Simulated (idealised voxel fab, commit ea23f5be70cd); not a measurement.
A process module follows: voxel transistor to metal.
Square cells of 5 nm make up the cross-section cut, whose width is 150 nm.
A cross-section is a grid of square cells, given in bands from the top down. A band is one or more rows of cells. A band entry consists of two parts. The first gives the height of the band's top and the height of its bottom, in nm. The rest lists the band's materials from left to right, each with its width in nm. A single material labelled with the word "full width" fills the band from edge to edge, and the word "blank" marks empty space. All heights in this document are referenced to 0, defined as the level beneath which the wafer, as received, consists entirely of one material. The lowest band is not bounded below; it extends indefinitely downward and is written in the form "0 down". Width spec "30->40" -> top row of cells at first value, bottom row at second value, equal per-row change in between. No cell of the cross-section changed in a step that is given as "same as before". Each empty space that has no open way to the top and spans at least 8 cells appears under "Entrapped voids" as width x height at distance, the distance counted from the left edge, all in nm. Post-settings text on a step line: simulator's own remark regarding the step. The "overlay nm" setting may appear on a step's line; for a step that uses a mask, it gives how far to the right of its planned position the mask lay, and a negative value indicates the left. Note on reading: below, each pair holds a cross-section from before one process step and one from after it; the one from after shows only down to the lowest band that changed. Beneath the pair, the step in between is stated along with its settings. The pairs can stem from different runs of this module on the same starting wafer. Where a pair's entry headed "Pre-step geometry" says so, and only there, that pair continues from the pair above it.
Pre-step geometry:
	45 to 35  W full width
	35 to 30  W 40 nm, then TiN 25 nm, then W 15 nm, then TiN 25 nm, then W 45 nm
	30 to 25  TiN 45 nm, then HfO2 15 nm, then TiN 5 nm, then W 15 nm, then TiN 5 nm, then HfO2 15 nm, then TiN 50 nm
	25 to 20  HfO2 50 nm, then SiN 5 nm, then HfO2 5 nm, then TiN 5 nm, then W 15 nm, then TiN 5 nm, then HfO2 5 nm, then SiN 5 nm, then HfO2 55 nm
	20 to 5  SiO2 50 nm, then SiN 5 nm, then HfO2 5 nm, then TiN 5 nm, then W 15 nm, then TiN 5 nm, then HfO2 5 nm, then SiN 5 nm, then SiO2 55 nm
	5 to 0  SiO2 40 nm, then SiGe 10 nm, then SiN 5 nm, then HfO2 5 nm, then TiN 25 nm, then HfO2 5 nm, then SiN 5 nm, then SiGe 10 nm, then SiO2 45 nm
	0 to -5  SiO2 20 nm, then SiN 5 nm, then SiO2 5 nm, then SiGe 20 nm, then SiO2 5 nm, then HfO2 35 nm, then SiO2 5 nm, then SiGe 20 nm, then SiO2 5 nm, then SiN 5 nm, then SiO2 25 nm
	-5 to -10  SiO2 35 nm, then SiGe 15 nm, then Si 45 nm, then SiGe 15 nm, then SiO2 40 nm
	-10 to -40  SiO2 25 nm, then Si 95 nm, then SiO2 30 nm
	-40 down  Si full width
	Entrapped voids: none
Sectional Result:
	20 to 5  SiO2 50 nm, then SiN 5 nm, then HfO2 5 nm, then TiN 5 nm, then W 15 nm, then TiN 5 nm, then HfO2 5 nm, then SiN 5 nm, then SiO2 55 nm
	All layers under 5 are left as they were.
	Entrapped voids: none
Between before and after above, the operation and settings are CMP [height nm 20]
Pre-step geometry: This step starts from the configuration shown after the step in the pair immediately above.
Sectional Result:
	35 to 20  SiO2 full width
	All layers under 20 are left as they were.
	Entrapped voids: none
Between before and after above, the operation and settings are DIRECTIONAL_DEP [material SiO2] [thk nm 15]
Pre-step geometry: This step starts from the configuration shown after the step in the pair immediately above.
Sectional Result:
	35 to 20  SiO2 30 nm, then blank 15 nm, then SiO2 55 nm, then blank 15 nm, then SiO2 35 nm
	20 to 5  SiO2 30 nm, then blank 15 nm, then SiO2 5 nm, then SiN 5 nm, then HfO2 5 nm, then TiN 5 nm, then W 15 nm, then TiN 5 nm, then HfO2 5 nm, then SiN 5 nm, then SiO2 5 nm, then blank 15 nm, then SiO2 35 nm
	5 to 0  SiO2 30 nm, then blank 10 nm, then SiGe 10 nm, then SiN 5 nm, then HfO2 5 nm, then TiN 25 nm, then HfO2 5 nm, then SiN 5 nm, then SiGe 10 nm, then blank 10 nm, then SiO2 35 nm
	All layers under 0 are left as they were.
	Entrapped voids: none
Between before and after above, the operation and settings are MASKED_ETCH [tone open] [mask id CONTACT] [width nm 15] [pitch nm 70] [etch materials SiO2] [depth nm 40] [overlay nm 0]
Pre-step geometry: This step starts from the configuration shown after the step in the pair immediately above.
Sectional Result:
	40 to 35  TiN 35 nm, then blank 5 nm, then TiN 65 nm, then blank 5 nm, then TiN 40 nm
	35 to 20  SiO2 30 nm, then TiN 5 nm, then blank 5 nm, then TiN 5 nm, then SiO2 55 nm, then TiN 5 nm, then blank 5 nm, then TiN 5 nm, then SiO2 35 nm
	20 to 10  SiO2 30 nm, then TiN 5 nm, then blank 5 nm, then TiN 5 nm, then SiO2 5 nm, then SiN 5 nm, then HfO2 5 nm, then TiN 5 nm, then W 15 nm, then TiN 5 nm, then HfO2 5 nm, then SiN 5 nm, then SiO2 5 nm, then TiN 5 nm, then blank 5 nm, then TiN 5 nm, then SiO2 35 nm
	10 to 5  SiO2 30 nm, then TiN 15 nm, then SiO2 5 nm, then SiN 5 nm, then HfO2 5 nm, then TiN 5 nm, then W 15 nm, then TiN 5 nm, then HfO2 5 nm, then SiN 5 nm, then SiO2 5 nm, then TiN 15 nm, then SiO2 35 nm
	5 to 0  SiO2 30 nm, then TiN 10 nm, then SiGe 10 nm, then SiN 5 nm, then HfO2 5 nm, then TiN 25 nm, then HfO2 5 nm, then SiN 5 nm, then SiGe 10 nm, then TiN 10 nm, then SiO2 35 nm
	All layers under 0 are left as they were.
	Entrapped voids: none
Between before and after above, the operation and settings are CONFORMAL_DEP [material TiN] [thk nm 5]
Pre-step geometry: This step starts from the configuration shown after the step in the pair immediately above.
Sectional Result:
	50 to 40  Ru full width
	40 to 35  TiN 35 nm, then Ru 5 nm, then TiN 65 nm, then Ru 5 nm, then TiN 40 nm
	35 to 20  SiO2 30 nm, then TiN 5 nm, then Ru 5 nm, then TiN 5 nm, then SiO2 55 nm, then TiN 5 nm, then Ru 5 nm, then TiN 5 nm, then SiO2 35 nm
	20 to 10  SiO2 30 nm, then TiN 5 nm, then Ru 5 nm, then TiN 5 nm, then SiO2 5 nm, then SiN 5 nm, then HfO2 5 nm, then TiN 5 nm, then W 15 nm, then TiN 5 nm, then HfO2 5 nm, then SiN 5 nm, then SiO2 5 nm, then TiN 5 nm, then Ru 5 nm, then TiN 5 nm, then SiO2 35 nm
	All layers under 10 are left as they were.
	Entrapped voids: none
Between before and after above, the operation and settings are FILL_DEP [material Ru] [thk nm 10]
Pre-step geometry: This step starts from the configuration shown after the step in the pair immediately above.
Sectional Result:
	35 to 20  SiO2 30 nm, then TiN 5 nm, then Ru 5 nm, then TiN 5 nm, then SiO2 55 nm, then TiN 5 nm, then Ru 5 nm, then TiN 5 nm, then SiO2 35 nm
	All layers under 20 are left as they were.
	Entrapped voids: none
Between before and after above, the operation and settings are CMP [height nm 35]
Pre-step geometry: This step starts from the configuration shown after the step in the pair immediately above.
Sectional Result:
	40 to 35  SiCN full width
	All layers under 35 are left as they were.
	Entrapped voids: none
Between before and after above, the operation and settings are CONFORMAL_DEP [material SiCN] [thk nm 5]
Pre-step geometry: This step starts from the configuration shown after the step in the pair immediately above.
Sectional Result:
	60 to 40  SiO2 full width
	All layers under 40 are left as they were.
	Entrapped voids: none
Between before and after above, the operation and settings are DIRECTIONAL_DEP [material SiO2] [thk nm 20]
Pre-step geometry: This step starts from the configuration shown after the step in the pair immediately above.
Sectional Result:
	75 to 60  resist 30 nm, then blank 15 nm, then resist 55 nm, then blank 15 nm, then resist 35 nm
	All layers under 60 are left as they were.
	Entrapped voids: none
Between before and after above, the operation and settings are PATTERN [tone open] [mask id METAL_1] [material resist] [width nm 15] [pitch nm 70] [thk nm 15] [overlay nm 0]
Pre-step geometry: This step starts from the configuration shown after the step in the pair immediately above.
Sectional Result:
	75 to 60  resist 30 nm, then blank 15 nm, then resist 55 nm, then blank 15 nm, then resist 35 nm
	60 to 40  SiO2 30 nm, then blank 15 nm, then SiO2 55 nm, then blank 15 nm, then SiO2 35 nm
	All layers under 40 are left as they were.
	Entrapped voids: none
Between before and after above, the operation and settings are DIRECTIONAL_ETCH [etch materials SiO2] [depth nm 20]
Pre-step geometry: This step starts from the configuration shown after the step in the pair immediately above.
Sectional Result:
	75 to 60  resist 30 nm, then blank 15 nm, then resist 55 nm, then blank 15 nm, then resist 35 nm
	60 to 40  SiO2 30 nm, then blank 15 nm, then SiO2 55 nm, then blank 15 nm, then SiO2 35 nm
	40 to 35  SiCN 30 nm, then blank 15 nm, then SiCN 55 nm, then blank 15 nm, then SiCN 35 nm
	All layers under 35 are left as they were.
	Entrapped voids: none
Between before and after above, the operation and settings are DIRECTIONAL_ETCH [etch materials SiCN] [depth nm 5]
Pre-step geometry: This step starts from the configuration shown after the step in the pair immediately above.
Sectional Result:
	60 to 40  SiO2 30 nm, then blank 15 nm, then SiO2 55 nm, then blank 15 nm, then SiO2 35 nm
	All layers under 40 are left as they were.
	Entrapped voids: none
Between before and after above, the operation and settings are STRIP [etch materials resist]
Pre-step geometry: This step starts from the configuration shown after the step in the pair immediately above.
Sectional Result:
	65 to 60  TiN 35 nm, then blank 5 nm, then TiN 65 nm, then blank 5 nm, then TiN 40 nm
	60 to 40  SiO2 30 nm, then TiN 5 nm, then blank 5 nm, then TiN 5 nm, then SiO2 55 nm, then TiN 5 nm, then blank 5 nm, then TiN 5 nm, then SiO2 35 nm
	40 to 35  SiCN 30 nm, then TiN 15 nm, then SiCN 55 nm, then TiN 15 nm, then SiCN 35 nm
	All layers under 35 are left as they were.
	Entrapped voids: none
Between before and after above, the operation and settings are CONFORMAL_DEP [material TiN] [thk nm 5]
Pre-step geometry: This step starts from the configuration shown after the step in the pair immediately above.
Sectional Result:
	75 to 65  Cu full width
	65 to 60  TiN 35 nm, then Cu 5 nm, then TiN 65 nm, then Cu 5 nm, then TiN 40 nm
	60 to 40  SiO2 30 nm, then TiN 5 nm, then Cu 5 nm, then TiN 5 nm, then SiO2 55 nm, then TiN 5 nm, then Cu 5 nm, then TiN 5 nm, then SiO2 35 nm
	All layers under 40 are left as they were.
	Entrapped voids: none
Between before and after above, the operation and settings are FILL_DEP [material Cu] [thk nm 10]
Pre-step geometry: This step starts from the configuration shown after the step in the pair immediately above.
Sectional Result:
	60 to 40  SiO2 30 nm, then TiN 5 nm, then Cu 5 nm, then TiN 5 nm, then SiO2 55 nm, then TiN 5 nm, then Cu 5 nm, then TiN 5 nm, then SiO2 35 nm
	All layers under 40 are left as they were.
	Entrapped voids: none
Between before and after above, the operation and settings are CMP [height nm 60]
Pre-step geometry: This step starts from the configuration shown after the step in the pair immediately above.
Sectional Result:
	65 to 60  SiN full width
	All layers under 60 are left as they were.
	Entrapped voids: none
Between before and after above, the operation and settings are CONFORMAL_DEP [material SiN] [thk nm 5]
Pre-step geometry:
	35 to 30  blank 50 nm, then SiN 5 nm, then blank 5 nm, then SiCN 25 nm, then blank 5 nm, then SiN 5 nm, then blank 55 nm
	30 to 25  blank 50 nm, then SiN 5 nm, then SiO2 5 nm, then SiCN 25 nm, then SiO2 5 nm, then SiN 5 nm, then blank 55 nm
	25 to -5  blank 50 nm, then SiN 5 nm, then SiO2 5 nm, then polySi 25 nm, then SiO2 5 nm, then SiN 5 nm, then blank 55 nm
	-5 to -10  blank 50 nm, then SiO2 45 nm, then blank 55 nm
	-10 to -15  SiO2 25 nm, then blank 25 nm, then Si 45 nm, then blank 25 nm, then SiO2 30 nm
	-15 to -40  SiO2 25 nm, then Si 95 nm, then SiO2 30 nm
	-40 down  Si full width
	Entrapped voids: none
Sectional Result:
	35 to 30  blank 50 nm, then SiN 5 nm, then blank 5 nm, then SiCN 25 nm, then blank 5 nm, then SiN 5 nm, then blank 55 nm
	30 to 25  blank 50 nm, then SiN 5 nm, then SiO2 5 nm, then SiCN 25 nm, then SiO2 5 nm, then SiN 5 nm, then blank 55 nm
	25 to 5  blank 50 nm, then SiN 5 nm, then SiO2 5 nm, then polySi 25 nm, then SiO2 5 nm, then SiN 5 nm, then blank 55 nm
	5 to -5  blank 35->15 nm, then SiGe 15->35 nm, then SiN 5 nm, then SiO2 5 nm, then polySi 25 nm, then SiO2 5 nm, then SiN 5 nm, then SiGe 15->35 nm, then blank 40->20 nm
	-5 to -10  blank 15 nm, then SiGe 35 nm, then SiO2 45 nm, then SiGe 35 nm, then blank 20 nm
	-10 to -15  SiO2 25 nm, then SiGe 25 nm, then Si 45 nm, then SiGe 25 nm, then SiO2 30 nm
	All layers under -15 are left as they were.
	Entrapped voids: none
Between before and after above, the operation and settings are EPI [material SiGe] [thk nm 15]
Pre-step geometry: This step starts from the configuration shown after the step in the pair immediately above.
Sectional Result:
	45 to 35  SiO2 full width
	35 to 25  SiO2 50 nm, then SiN 5 nm, then SiO2 5 nm, then SiCN 25 nm, then SiO2 5 nm, then SiN 5 nm, then SiO2 55 nm
	25 to 5  SiO2 50 nm, then SiN 5 nm, then SiO2 5 nm, then polySi 25 nm, then SiO2 5 nm, then SiN 5 nm, then SiO2 55 nm
	5 to -5  SiO2 35->15 nm, then SiGe 15->35 nm, then SiN 5 nm, then SiO2 5 nm, then polySi 25 nm, then SiO2 5 nm, then SiN 5 nm, then SiGe 15->35 nm, then SiO2 40->20 nm
	-5 to -10  SiO2 15 nm, then SiGe 35 nm, then SiO2 45 nm, then SiGe 35 nm, then SiO2 20 nm
	All layers under -10 are left as they were.
	Entrapped voids: none
Between before and after above, the operation and settings are FILL_DEP [material SiO2] [thk nm 10]
Pre-step geometry: This step starts from the configuration shown after the step in the pair immediately above.
Sectional Result:
	25 to 5  SiO2 50 nm, then SiN 5 nm, then SiO2 5 nm, then polySi 25 nm, then SiO2 5 nm, then SiN 5 nm, then SiO2 55 nm
	All layers under 5 are left as they were.
	Entrapped voids: none
Between before and after above, the operation and settings are CMP [height nm 25]
Pre-step geometry: This step starts from the configuration shown after the step in the pair immediately above.
Sectional Result:
	25 to 5  SiO2 50 nm, then SiN 5 nm, then SiO2 5 nm, then blank 25 nm, then SiO2 5 nm, then SiN 5 nm, then SiO2 55 nm
	5 to -5  SiO2 35->15 nm, then SiGe 15->35 nm, then SiN 5 nm, then SiO2 5 nm, then blank 25 nm, then SiO2 5 nm, then SiN 5 nm, then SiGe 15->35 nm, then SiO2 40->20 nm
	All layers under -5 are left as they were.
	Entrapped voids: none
Between before and after above, the operation and settings are STRIP [etch materials polySi]
Pre-step geometry: This step starts from the configuration shown after the step in the pair immediately above.
Sectional Result:
	25 to 20  blank 50 nm, then SiN 5 nm, then blank 35 nm, then SiN 5 nm, then blank 55 nm
	20 to 5  SiO2 50 nm, then SiN 5 nm, then blank 35 nm, then SiN 5 nm, then SiO2 55 nm
	5 to -5  SiO2 35->15 nm, then SiGe 15->35 nm, then SiN 5 nm, then blank 35 nm, then SiN 5 nm, then SiGe 15->35 nm, then SiO2 40->20 nm
	-5 to -10  SiO2 15 nm, then SiGe 35 nm, then SiO2 5 nm, then blank 35 nm, then SiO2 5 nm, then SiGe 35 nm, then SiO2 20 nm
	All layers under -10 are left as they were.
	Entrapped voids: none
Between before and after above, the operation and settings are SELECTIVE_ETCH [etch materials SiO2] [depth nm 5]
Pre-step geometry: This step starts from the configuration shown after the step in the pair immediately above.
Sectional Result:
	30 to 25  blank 45 nm, then HfO2 15 nm, then blank 25 nm, then HfO2 15 nm, then blank 50 nm
	25 to 20  HfO2 50 nm, then SiN 5 nm, then HfO2 5 nm, then blank 25 nm, then HfO2 5 nm, then SiN 5 nm, then HfO2 55 nm
	20 to 5  SiO2 50 nm, then SiN 5 nm, then HfO2 5 nm, then blank 25 nm, then HfO2 5 nm, then SiN 5 nm, then SiO2 55 nm
	5 to -5  SiO2 35->15 nm, then SiGe 15->35 nm, then SiN 5 nm, then HfO2 5 nm, then blank 25 nm, then HfO2 5 nm, then SiN 5 nm, then SiGe 15->35 nm, then SiO2 40->20 nm
	-5 to -10  SiO2 15 nm, then SiGe 35 nm, then SiO2 5 nm, then HfO2 35 nm, then SiO2 5 nm, then SiGe 35 nm, then SiO2 20 nm
	All layers under -10 are left as they were.
	Entrapped voids: none
Between before and after above, the operation and settings are CONFORMAL_DEP [material HfO2] [thk nm 5]
Pre-step geometry: This step starts from the configuration shown after the step in the pair immediately above.
Sectional Result:
	35 to 30  blank 40 nm, then TiN 25 nm, then blank 15 nm, then TiN 25 nm, then blank 45 nm
	30 to 25  TiN 45 nm, then HfO2 15 nm, then TiN 5 nm, then blank 15 nm, then TiN 5 nm, then HfO2 15 nm, then TiN 50 nm
	25 to 20  HfO2 50 nm, then SiN 5 nm, then HfO2 5 nm, then TiN 5 nm, then blank 15 nm, then TiN 5 nm, then HfO2 5 nm, then SiN 5 nm, then HfO2 55 nm
	20 to 5  SiO2 50 nm, then SiN 5 nm, then HfO2 5 nm, then TiN 5 nm, then blank 15 nm, then TiN 5 nm, then HfO2 5 nm, then SiN 5 nm, then SiO2 55 nm
	5 to 0  SiO2 35 nm, then SiGe 15 nm, then SiN 5 nm, then HfO2 5 nm, then TiN 5 nm, then blank 15 nm, then TiN 5 nm, then HfO2 5 nm, then SiN 5 nm, then SiGe 15 nm, then SiO2 40 nm
	0 to -5  SiO2 15 nm, then SiGe 35 nm, then SiN 5 nm, then HfO2 5 nm, then TiN 25 nm, then HfO2 5 nm, then SiN 5 nm, then SiGe 35 nm, then SiO2 20 nm
	All layers under -5 are left as they were.
	Entrapped voids: none
Between before and after above, the operation and settings are CONFORMAL_DEP [material TiN] [thk nm 5]
Pre-step geometry: This step starts from the configuration shown after the step in the pair immediately above.
Sectional Result:
	45 to 35  W full width
	35 to 30  W 40 nm, then TiN 25 nm, then W 15 nm, then TiN 25 nm, then W 45 nm
	30 to 25  TiN 45 nm, then HfO2 15 nm, then TiN 5 nm, then W 15 nm, then TiN 5 nm, then HfO2 15 nm, then TiN 50 nm
	25 to 20  HfO2 50 nm, then SiN 5 nm, then HfO2 5 nm, then TiN 5 nm, then W 15 nm, then TiN 5 nm, then HfO2 5 nm, then SiN 5 nm, then HfO2 55 nm
	20 to 5  SiO2 50 nm, then SiN 5 nm, then HfO2 5 nm, then TiN 5 nm, then W 15 nm, then TiN 5 nm, then HfO2 5 nm, then SiN 5 nm, then SiO2 55 nm
	5 to 0  SiO2 35 nm, then SiGe 15 nm, then SiN 5 nm, then HfO2 5 nm, then TiN 5 nm, then W 15 nm, then TiN 5 nm, then HfO2 5 nm, then SiN 5 nm, then SiGe 15 nm, then SiO2 40 nm
	All layers under 0 are left as they were.
	Entrapped voids: none
Between before and after above, the operation and settings are FILL_DEP [material W] [thk nm 10]
Pre-step geometry: This step starts from the configuration shown after the step in the pair immediately above.
Sectional Result:
	20 to 5  SiO2 50 nm, then SiN 5 nm, then HfO2 5 nm, then TiN 5 nm, then W 15 nm, then TiN 5 nm, then HfO2 5 nm, then SiN 5 nm, then SiO2 55 nm
	All layers under 5 are left as they were.
	Entrapped voids: none
Between before and after above, the operation and settings are CMP [height nm 20]
Pre-step geometry: This step starts from the configuration shown after the step in the pair immediately above.
Sectional Result:
	35 to 20  SiO2 full width
	All layers under 20 are left as they were.
	Entrapped voids: none
Between before and after above, the operation and settings are DIRECTIONAL_DEP [material SiO2] [thk nm 15]
Pre-step geometry: This step starts from the configuration shown after the step in the pair immediately above.
Sectional Result:
	35 to 20  SiO2 30 nm, then blank 15 nm, then SiO2 55 nm, then blank 15 nm, then SiO2 35 nm
	20 to 5  SiO2 30 nm, then blank 15 nm, then SiO2 5 nm, then SiN 5 nm, then HfO2 5 nm, then TiN 5 nm, then W 15 nm, then TiN 5 nm, then HfO2 5 nm, then SiN 5 nm, then SiO2 5 nm, then blank 15 nm, then SiO2 35 nm
	5 to 0  SiO2 30 nm, then blank 5 nm, then SiGe 15 nm, then SiN 5 nm, then HfO2 5 nm, then TiN 5 nm, then W 15 nm, then TiN 5 nm, then HfO2 5 nm, then SiN 5 nm, then SiGe 15 nm, then blank 5 nm, then SiO2 35 nm
	All layers under 0 are left as they were.
	Entrapped voids: none
Between before and after above, the operation and settings are MASKED_ETCH [tone open] [mask id CONTACT] [width nm 15] [pitch nm 70] [etch materials SiO2] [depth nm 40] [overlay nm 0]
Pre-step geometry: This step starts from the configuration shown after the step in the pair immediately above.
Sectional Result:
	40 to 35  TiN 35 nm, then blank 5 nm, then TiN 65 nm, then blank 5 nm, then TiN 40 nm
	35 to 20  SiO2 30 nm, then TiN 5 nm, then blank 5 nm, then TiN 5 nm, then SiO2 55 nm, then TiN 5 nm, then blank 5 nm, then TiN 5 nm, then SiO2 35 nm
	20 to 10  SiO2 30 nm, then TiN 5 nm, then blank 5 nm, then TiN 5 nm, then SiO2 5 nm, then SiN 5 nm, then HfO2 5 nm, then TiN 5 nm, then W 15 nm, then TiN 5 nm, then HfO2 5 nm, then SiN 5 nm, then SiO2 5 nm, then TiN 5 nm, then blank 5 nm, then TiN 5 nm, then SiO2 35 nm
	10 to 5  SiO2 30 nm, then TiN 15 nm, then SiO2 5 nm, then SiN 5 nm, then HfO2 5 nm, then TiN 5 nm, then W 15 nm, then TiN 5 nm, then HfO2 5 nm, then SiN 5 nm, then SiO2 5 nm, then TiN 15 nm, then SiO2 35 nm
	5 to 0  SiO2 30 nm, then TiN 5 nm, then SiGe 15 nm, then SiN 5 nm, then HfO2 5 nm, then TiN 5 nm, then W 15 nm, then TiN 5 nm, then HfO2 5 nm, then SiN 5 nm, then SiGe 15 nm, then TiN 5 nm, then SiO2 35 nm
	All layers under 0 are left as they were.
	Entrapped voids: none
Between before and after above, the operation and settings are CONFORMAL_DEP [material TiN] [thk nm 5]
Pre-step geometry: This step starts from the configuration shown after the step in the pair immediately above.
Sectional Result:
	50 to 40  Ru full width
	40 to 35  TiN 35 nm, then Ru 5 nm, then TiN 65 nm, then Ru 5 nm, then TiN 40 nm
	35 to 20  SiO2 30 nm, then TiN 5 nm, then Ru 5 nm, then TiN 5 nm, then SiO2 55 nm, then TiN 5 nm, then Ru 5 nm, then TiN 5 nm, then SiO2 35 nm
	20 to 10  SiO2 30 nm, then TiN 5 nm, then Ru 5 nm, then TiN 5 nm, then SiO2 5 nm, then SiN 5 nm, then HfO2 5 nm, then TiN 5 nm, then W 15 nm, then TiN 5 nm, then HfO2 5 nm, then SiN 5 nm, then SiO2 5 nm, then TiN 5 nm, then Ru 5 nm, then TiN 5 nm, then SiO2 35 nm
	All layers under 10 are left as they were.
	Entrapped voids: none
Between before and after above, the operation and settings are FILL_DEP [material Ru] [thk nm 10]
Pre-step geometry: This step starts from the configuration shown after the step in the pair immediately above.
Sectional Result:
	35 to 20  SiO2 30 nm, then TiN 5 nm, then Ru 5 nm, then TiN 5 nm, then SiO2 55 nm, then TiN 5 nm, then Ru 5 nm, then TiN 5 nm, then SiO2 35 nm
	All layers under 20 are left as they were.
	Entrapped voids: none
Between before and after above, the operation and settings are CMP [height nm 35]
Pre-step geometry: This step starts from the configuration shown after the step in the pair immediately above.
Sectional Result:
	40 to 35  SiCN full width
	All layers under 35 are left as they were.
	Entrapped voids: none
Between before and after above, the operation and settings are CONFORMAL_DEP [material SiCN] [thk nm 5]
Pre-step geometry: This step starts from the configuration shown after the step in the pair immediately above.
Sectional Result:
	60 to 40  SiO2 full width
	All layers under 40 are left as they were.
	Entrapped voids: none
Between before and after above, the operation and settings are DIRECTIONAL_DEP [material SiO2] [thk nm 20]
Pre-step geometry: This step starts from the configuration shown after the step in the pair immediately above.
Sectional Result:
	75 to 60  resist 30 nm, then blank 15 nm, then resist 55 nm, then blank 15 nm, then resist 35 nm
	All layers under 60 are left as they were.
	Entrapped voids: none
Between before and after above, the operation and settings are PATTERN [tone open] [mask id METAL_1] [material resist] [width nm 15] [pitch nm 70] [thk nm 15] [overlay nm 0]
Pre-step geometry: This step starts from the configuration shown after the step in the pair immediately above.
Sectional Result:
	75 to 60  resist 30 nm, then blank 15 nm, then resist 55 nm, then blank 15 nm, then resist 35 nm
	60 to 40  SiO2 30 nm, then blank 15 nm, then SiO2 55 nm, then blank 15 nm, then SiO2 35 nm
	All layers under 40 are left as they were.
	Entrapped voids: none
Between before and after above, the operation and settings are DIRECTIONAL_ETCH [etch materials SiO2] [depth nm 20]
Pre-step geometry: This step starts from the configuration shown after the step in the pair immediately above.
Sectional Result:
	75 to 60  resist 30 nm, then blank 15 nm, then resist 55 nm, then blank 15 nm, then resist 35 nm
	60 to 40  SiO2 30 nm, then blank 15 nm, then SiO2 55 nm, then blank 15 nm, then SiO2 35 nm
	40 to 35  SiCN 30 nm, then blank 15 nm, then SiCN 55 nm, then blank 15 nm, then SiCN 35 nm
	All layers under 35 are left as they were.
	Entrapped voids: none
Between before and after above, the operation and settings are DIRECTIONAL_ETCH [etch materials SiCN] [depth nm 5]
Pre-step geometry: This step starts from the configuration shown after the step in the pair immediately above.
Sectional Result:
	60 to 40  SiO2 30 nm, then blank 15 nm, then SiO2 55 nm, then blank 15 nm, then SiO2 35 nm
	All layers under 40 are left as they were.
	Entrapped voids: none
Between before and after above, the operation and settings are STRIP [etch materials resist]
Pre-step geometry: This step starts from the configuration shown after the step in the pair immediately above.
Sectional Result:
	65 to 60  TiN 35 nm, then blank 5 nm, then TiN 65 nm, then blank 5 nm, then TiN 40 nm
	60 to 40  SiO2 30 nm, then TiN 5 nm, then blank 5 nm, then TiN 5 nm, then SiO2 55 nm, then TiN 5 nm, then blank 5 nm, then TiN 5 nm, then SiO2 35 nm
	40 to 35  SiCN 30 nm, then TiN 15 nm, then SiCN 55 nm, then TiN 15 nm, then SiCN 35 nm
	All layers under 35 are left as they were.
	Entrapped voids: none
Between before and after above, the operation and settings are CONFORMAL_DEP [material TiN] [thk nm 5]
Pre-step geometry: This step starts from the configuration shown after the step in the pair immediately above.
Sectional Result:
	75 to 65  Cu full width
	65 to 60  TiN 35 nm, then Cu 5 nm, then TiN 65 nm, then Cu 5 nm, then TiN 40 nm
	60 to 40  SiO2 30 nm, then TiN 5 nm, then Cu 5 nm, then TiN 5 nm, then SiO2 55 nm, then TiN 5 nm, then Cu 5 nm, then TiN 5 nm, then SiO2 35 nm
	All layers under 40 are left as they were.
	Entrapped voids: none
Between before and after above, the operation and settings are FILL_DEP [material Cu] [thk nm 10]
Pre-step geometry: This step starts from the configuration shown after the step in the pair immediately above.
Sectional Result:
	60 to 40  SiO2 30 nm, then TiN 5 nm, then Cu 5 nm, then TiN 5 nm, then SiO2 55 nm, then TiN 5 nm, then Cu 5 nm, then TiN 5 nm, then SiO2 35 nm
	All layers under 40 are left as they were.
	Entrapped voids: none
Between before and after above, the operation and settings are CMP [height nm 60]
Pre-step geometry: This step starts from the configuration shown after the step in the pair immediately above.
Sectional Result:
	65 to 60  SiN full width
	All layers under 60 are left as they were.
	Entrapped voids: none
Between before and after above, the operation and settings are CONFORMAL_DEP [material SiN] [thk nm 5]
Pre-step geometry:
	10 to 0  SiN full width
	0 to -5  SiO2 full width
	-5 down  Si full width
	Entrapped voids: none
Sectional Result:
	30 to 10  blank 30 nm, then resist 90 nm, then blank 30 nm
	All layers under 10 are left as they were.
	Entrapped voids: none
Between before and after above, the operation and settings are PATTERN [tone cover] [mask id ACTIVE] [material resist] [width nm 90] [thk nm 20] [overlay nm 0]
Pre-step geometry: This step starts from the configuration shown after the step in the pair immediately above.
Sectional Result:
	30 to 10  blank 30 nm, then resist 90 nm, then blank 30 nm
	10 to 0  blank 30 nm, then SiN 90 nm, then blank 30 nm
	All layers under 0 are left as they were.
	Entrapped voids: none
Between before and after above, the operation and settings are DIRECTIONAL_ETCH [etch materials SiN] [depth nm 10]
Pre-step geometry: This step starts from the configuration shown after the step in the pair immediately above.
Sectional Result:
	30 to 10  blank 30 nm, then resist 90 nm, then blank 30 nm
	10 to 0  blank 30 nm, then SiN 90 nm, then blank 30 nm
	0 to -5  blank 30 nm, then SiO2 90 nm, then blank 30 nm
	All layers under -5 are left as they were.
	Entrapped voids: none
Between before and after above, the operation and settings are DIRECTIONAL_ETCH [etch materials SiO2] [depth nm 5]
Pre-step geometry: This step starts from the configuration shown after the step in the pair immediately above.
Sectional Result:
	30 to 10  blank 30 nm, then resist 90 nm, then blank 30 nm
	10 to 0  blank 30 nm, then SiN 90 nm, then blank 30 nm
	0 to -5  blank 30 nm, then SiO2 90 nm, then blank 30 nm
	-5 to -40  blank 30 nm, then Si 90 nm, then blank 30 nm
	All layers under -40 are left as they were.
	Entrapped voids: none
Between before and after above, the operation and settings are DIRECTIONAL_ETCH [etch materials Si] [depth nm 35]
Pre-step geometry: This step starts from the configuration shown after the step in the pair immediately above.
Sectional Result:
	10 to 0  blank 30 nm, then SiN 90 nm, then blank 30 nm
	All layers under 0 are left as they were.
	Entrapped voids: none
Between before and after above, the operation and settings are STRIP [etch materials resist]
Pre-step geometry: This step starts from the configuration shown after the step in the pair immediately above.
Sectional Result:
	15 to 10  SiO2 full width
	10 to 0  SiO2 30 nm, then SiN 90 nm, then SiO2 30 nm
	0 to -5  SiO2 full width
	-5 to -40  SiO2 30 nm, then Si 90 nm, then SiO2 30 nm
	All layers under -40 are left as they were.
	Entrapped voids: none
Between before and after above, the operation and settings are FILL_DEP [material SiO2] [thk nm 5]
Pre-step geometry: This step starts from the configuration shown after the step in the pair immediately above.
Sectional Result:
	10 to 0  SiO2 30 nm, then SiN 90 nm, then SiO2 30 nm
	All layers under 0 are left as they were.
	Entrapped voids: none
Between before and after above, the operation and settings are CMP [height nm 10]
Pre-step geometry: This step starts from the configuration shown after the step in the pair immediately above.
Sectional Result:
	10 to 0  blank 30 nm, then SiN 90 nm, then blank 30 nm
	All layers under 0 are left as they were.
	Entrapped voids: none
Between before and after above, the operation and settings are SELECTIVE_ETCH [etch materials SiO2] [depth nm 10]
Pre-step geometry: This step starts from the configuration shown after the step in the pair immediately above.
Sectional Result:
	0 to -5  SiO2 full width
	All layers under -5 are left as they were.
	Entrapped voids: none
Between before and after above, the operation and settings are STRIP [etch materials SiN]
Pre-step geometry: This step starts from the configuration shown after the step in the pair immediately above.
Sectional Result:
	-5 to -40  SiO2 30 nm, then Si 90 nm, then SiO2 30 nm
	All layers under -40 are left as they were.
	Entrapped voids: none
Between before and after above, the operation and settings are SELECTIVE_ETCH [etch materials SiO2] [depth nm 5]
Pre-step geometry: This step starts from the configuration shown after the step in the pair immediately above.
Sectional Result:
	-5 to -10  SiO2 full width
	All layers under -10 are left as they were.
	Entrapped voids: none
Between before and after above, the operation and settings are OXIDIZE [depth nm 5]
